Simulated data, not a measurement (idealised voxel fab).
The process module presented herein is designated voxel capacitor over wiring.
Pictured: cross-section cut, 255 nm wide, on a grid of 5 nm square cells.
Cross-sections here: square-cell grids, written as top-down lists of bands, a band being one or more rows of cells. What a band's entry tells you: where the top is and where the bottom is, as heights in nm, and after that what lies inside, material by material from left to right, each with its width in nm. Empty space is written as the word "air", and a single material marked with the word "edge to edge" occupies the band from edge to edge. Height datum 0, below which the as-received substrate wafer is one material. Lowest band open at the bottom, running downward: "from 0 down". The two numbers in a width such as "30..40" mark its ends across the band: the first belongs to the top row of cells, the second to the bottom row, and from each row to the next the width moves by the same amount. Take "remained the same" at face value: in the step it is given for, the cross-section changed in none of its cells. Enclosed voids (no open way to top), threshold 8 cells or more, entry "Sealed internal voids", notation width x height at distance, distance from left edge, nm. It should be noted that, on the line of a given step, the content following the step's settings is a remark produced by the simulator itself with respect to that step. overlay nm: mask offset rightward from planned place, masked step; negative means leftward offset.
Steps in the process plan:
| 1 | RECEIVE, material Si |
| 2 | CONFORMAL_DEP, material SiO2, thk nm 15 |
| 3 | CONFORMAL_DEP, material SiN, thk nm 5 |
| 4 | DIRECTIONAL_DEP, material lowk, thk nm 15 |
| 5 | PATTERN, tone open, mask id METAL_1, material resist, width nm 30, pitch nm 90, thk nm 15, overlay nm 0 |
| 6 | DIRECTIONAL_ETCH, etch materials lowk, depth nm 15 |
| 7 | DIRECTIONAL_ETCH, etch materials SiN, depth nm 5 |
| 8 | STRIP, etch materials resist |
| 9 | CONFORMAL_DEP, material TiN, thk nm 5 |
| 10 | FILL_DEP, material Ru, thk nm 10 |
| 11 | CMP, height nm 35 |
| 12 | CONFORMAL_DEP, material SiCN, thk nm 5 |
| 13 | DIRECTIONAL_DEP, material lowk, thk nm 10 |
| 14 | MASKED_ETCH, tone open, mask id PLUG_1, width nm 15, etch materials lowk, depth nm 10, overlay nm 0 |
| 15 | MASKED_ETCH, tone open, mask id PLUG_1, width nm 15, etch materials SiCN, depth nm 5, overlay nm 0 |
| 16 | CONFORMAL_DEP, material TiN, thk nm 5 |
| 17 | FILL_DEP, material Ru, thk nm 5 |
| 18 | CMP, height nm 50 |
| 19 | DIRECTIONAL_DEP, material TiN, thk nm 5 |
| 20 | DIRECTIONAL_DEP, material HfO2, thk nm 5 |
| 21 | DIRECTIONAL_DEP, material TiN, thk nm 5 |
| 22 | PATTERN, tone cover, mask id UPPER_PLATE, material resist, width nm 65, thk nm 15, overlay nm 0 |
| 23 | DIRECTIONAL_ETCH, etch materials TiN, depth nm 5 |
| 24 | DIRECTIONAL_ETCH, etch materials HfO2, depth nm 5 |
| 25 | STRIP, etch materials resist |
| 26 | MASKED_ETCH, tone cover, mask id LOWER_PLATE, width nm 75, etch materials TiN, depth nm 5, overlay nm -15 |
| 27 | FILL_DEP, material SiO2, thk nm 15 |
| 28 | CMP, height nm 75 |
| 29 | PATTERN, tone open, mask id PLUG_2, material resist, width nm 15, thk nm 15, overlay nm 0 |
| 30 | DIRECTIONAL_ETCH, etch materials SiO2, depth nm 10 |
| 31 | STRIP, etch materials resist |
| 32 | CONFORMAL_DEP, material TiN, thk nm 5 |
| 33 | FILL_DEP, material Cu, thk nm 5 |
| 34 | CMP, height nm 75 |
| 35 | CONFORMAL_DEP, material SiCN, thk nm 5 |
Don't read the plan's overlay nm for step 26 as applying to every wafer: that's the first wafer's value, and the wafers differ in it, though they all start identical.
The as-received cross-section of the first of several wafers corresponds to the state after step 1:
from 0 down | Si edge to edge
Sealed internal voids: none
Row per wafer, end-of-module: cell gain (+)/loss (-) by material since the wafer came in, then closed voids:
overlay nm -15; +1 Cu; +13 HfO2; +26 Ru; +99 SiCN; +39 SiN; +361 SiO2; +64 TiN; +213 lowk; Sealed internal voids: none
overlay nm -10; +1 Cu; +13 HfO2; +26 Ru; +99 SiCN; +39 SiN; +361 SiO2; +64 TiN; +213 lowk; Sealed internal voids: none
overlay nm -5; +1 Cu; +13 HfO2; +26 Ru; +99 SiCN; +39 SiN; +361 SiO2; +64 TiN; +213 lowk; Sealed internal voids: none
overlay nm 0; +1 Cu; +13 HfO2; +26 Ru; +99 SiCN; +39 SiN; +361 SiO2; +64 TiN; +213 lowk; Sealed internal voids: none
overlay nm 5; +1 Cu; +13 HfO2; +26 Ru; +99 SiCN; +39 SiN; +361 SiO2; +64 TiN; +213 lowk; Sealed internal voids: none
overlay nm 10; +1 Cu; +13 HfO2; +26 Ru; +99 SiCN; +39 SiN; +361 SiO2; +64 TiN; +213 lowk; Sealed internal voids: none
overlay nm 15; +1 Cu; +13 HfO2; +26 Ru; +99 SiCN; +39 SiN; +361 SiO2; +64 TiN; +213 lowk; Sealed internal voids: none
